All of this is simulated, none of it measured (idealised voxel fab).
The following is a process module called voxel released beams.
Shown is cross-section cut, with a width of 270 nm and square cells of size 5 nm.
Format of a cross-section: grid, square cells. Given as bands. Order: top down. Band: one or more rows of cells.
Top, bottom (nm), then materials left to right with widths (nm); lone material tagged "throughout" fills the whole band edge to edge; "air" = empty space.
Height datum 0, below which the as-received substrate wafer is one material. Lowest band open at the bottom, running downward: "z 0 and below".
Graded width ("30->40"): value in top row of band = first number; value in bottom row = second number; row-to-row change constant.
Step marked "no modifications"? Then no cell in the cross-section changed in it.
Any empty space of 8 cells or more lacking an open way to the top shows up in "Sealed void inventory" as width x height at distance, distance from the left edge, in nm.
Post-settings text on a step line: simulator's own remark regarding the step.
overlay nm: mask right of planned place by this much (step with mask). Neg. = left.

### The following list gives the planned process steps
1. RECEIVE [material Si]
2. CONFORMAL_DEP [material Al2O3] [thk nm 10]
3. DIRECTIONAL_DEP [material SiO2] [thk nm 15]
4. MASKED_ETCH [tone open] [mask id ANCHOR] [width nm 30] [etch materials SiO2] [depth nm 15] [overlay nm 0]
5. CONFORMAL_DEP [material polySi] [thk nm 10]
6. MASKED_ETCH [tone cover] [mask id BEAM] [width nm 115] [etch materials polySi] [depth nm 10] [overlay nm 0]
7. STRIP [etch materials SiO2]

### Cross-section of the wafer at receipt, which is the condition after step 1
* z 0 and below | Si throughout
* Sealed void inventory: none

### Cross-sectional image of the first of two wafers at the end of the module, the run having proceeded as planned
* z 35 to 25 | 75 of air; 15 of polySi; 10 of air; 90 of polySi; 80 of air
* z 25 to 20 | 80 of air; 10 of polySi; 10 of air; 10 of polySi; 160 of air
* z 20 to 10 | 80 of air; 30 of polySi; 160 of air
* z 10 to 0 | Al2O3 throughout
* z 0 and below | Si throughout
* Sealed void inventory: none

### Module end: cross-section of wafer two of two. Same start and process plan as the first wafer. One mistake during execution
* z 35 to 25 | 75 of air; 15 of polySi; 10 of air; 95 of polySi; 75 of air
* z 25 to 20 | 80 of air; 10 of polySi; 10 of air; 10 of polySi; 160 of air
* z 20 to 10 | 80 of air; 30 of polySi; 160 of air
* z 10 to 0 | Al2O3 throughout
* z 0 and below | Si throughout
* Sealed void inventory: none
Heads up, the wafer didn't run the way we planned it: step 6, actual vs plan mismatch, actual run MASKED_ETCH [tone cover] [mask id BEAM] [width nm 120] [etch materials polySi] [depth nm 10] [overlay nm 0]
In the final state, the cell counts of the second wafer exceed or fall short of those of the first for the following materials: +2 polySi
